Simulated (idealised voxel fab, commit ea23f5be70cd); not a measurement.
A process module follows: voxel tone inversion.
Cross-sectional view cut (width: 195 nm; square cell size: 5 nm).
Square cells in a grid make up a cross-section in this document, and the grid is given as bands, listed from the top down, each one or more rows of cells.
The entry gives the band's vertical extent as a top height and a bottom height in nm, then its horizontal make-up as materials from left to right, each with a width in nm. "blank" stands for empty space; a single material marked "all across" fills the band edge to edge.
Note: height 0 marks the level under which the wafer is uniformly one material as received. Lowest band unbounded below, written "0..down".
Width "30..40": first value at the band's top row of cells, second value at its bottom row, equal change from row to row.
It should be understood that the words "no change occurred", when stated for a given step, signify that the cross-section underwent no change in any of its cells during that step.
Empty spaces counting at least 8 cells and having no open way to the top are listed in "Sealed internal cavities". The notation width x height at distance is used for each, the distance being from the left edge and all three values in nm.
Whatever follows a step's settings on its line is a remark the simulator itself makes about that step.
The "overlay nm" setting may appear on a step's line; for a step that uses a mask, it gives how far to the right of its planned position the mask lay, and a negative value indicates the left.
The following list gives the planned process steps:
- 1: RECEIVE, material Si
- 2: CONFORMAL_DEP, material SiCN, thk nm 10
- 3: DIRECTIONAL_DEP, material aC, thk nm 15
- 4: PATTERN, tone cover, mask id POSTS, material resist, width nm 25, pitch nm 55, thk nm 25, overlay nm 0
- 5: DIRECTIONAL_ETCH, etch materials aC, depth nm 15
- 6: STRIP, etch materials resist
- 7: FILL_DEP, material lowk, thk nm 5
- 8: CMP, height nm 25
- 9: STRIP, etch materials aC
What follows covers the first of two wafers; it ran as planned:
Cross-section of the incoming wafer, state after step 1:
    0..down  Si all across
    Sealed internal cavities: none
So this is the wafer cross-section right after step 2:
    10..0  SiCN all across
    No changes below 0.
So this is the wafer cross-section right after step 3:
    25..10  aC all across
    No changes below 10.
So this is the wafer cross-section right after step 4:
    50..25  blank: 30 | resist: 25 | blank: 30 | resist: 25 | blank: 30 | resist: 25 | blank: 30
    No changes below 25.
So this is the wafer cross-section right after step 5:
    35..25  blank: 30 | resist: 25 | blank: 30 | resist: 25 | blank: 30 | resist: 25 | blank: 30
    25..10  blank: 30 | aC: 25 | blank: 30 | aC: 25 | blank: 30 | aC: 25 | blank: 30
    No changes below 10.
So this is the wafer cross-section right after step 6:
    25..10  blank: 30 | aC: 25 | blank: 30 | aC: 25 | blank: 30 | aC: 25 | blank: 30
    No changes below 10.
So this is the wafer cross-section right after step 7:
    30..25  lowk all across
    25..10  lowk: 30 | aC: 25 | lowk: 30 | aC: 25 | lowk: 30 | aC: 25 | lowk: 30
    No changes below 10.
So this is the wafer cross-section right after step 8:
    25..10  lowk: 30 | aC: 25 | lowk: 30 | aC: 25 | lowk: 30 | aC: 25 | lowk: 30
    No changes below 10.
So this is the wafer cross-section right after step 9:
    25..10  lowk: 30 | blank: 25 | lowk: 30 | blank: 25 | lowk: 30 | blank: 25 | lowk: 30
    No changes below 10.
Wafer two. Identical start, identical plan. One mistake in execution. Identical history through step 1:
Here is the second wafer in cross-section at the point where step 2 of the plan should have been done:
    15..0  aC all across
    No changes below 0.
Here is the second wafer in cross-section at the point where step 3 of the plan should have been done:
    25..15  SiCN all across
    No changes below 15.
Here is the second wafer in cross-section at the point where step 4 of the plan should have been done:
    50..25  blank: 30 | resist: 25 | blank: 30 | resist: 25 | blank: 30 | resist: 25 | blank: 30
    No changes below 25.
Here is the second wafer in cross-section at the point where step 5 of the plan should have been done:
    35..25  blank: 30 | resist: 25 | blank: 30 | resist: 25 | blank: 30 | resist: 25 | blank: 30
    No changes below 25.
Here is the second wafer in cross-section at the point where step 6 of the plan should have been done:
    25..15  SiCN all across
    No changes below 15.
Here is the second wafer in cross-section at the point where step 7 of the plan should have been done:
    30..25  lowk all across
    No changes below 25.
Here is the second wafer in cross-section at the point where step 8 of the plan should have been done:
    25..15  SiCN all across
    No changes below 15.
Here is the second wafer in cross-section at the point where step 9 of the plan should have been done: no change occurred
Run error: the executed order of steps 2 and 3 is the reverse of that specified in the plan, each step having taken the other's position
Wrapping up, a cell-based count of both wafers puts the second over or under the first for these materials: aC: 117 more | lowk: 72 fewer
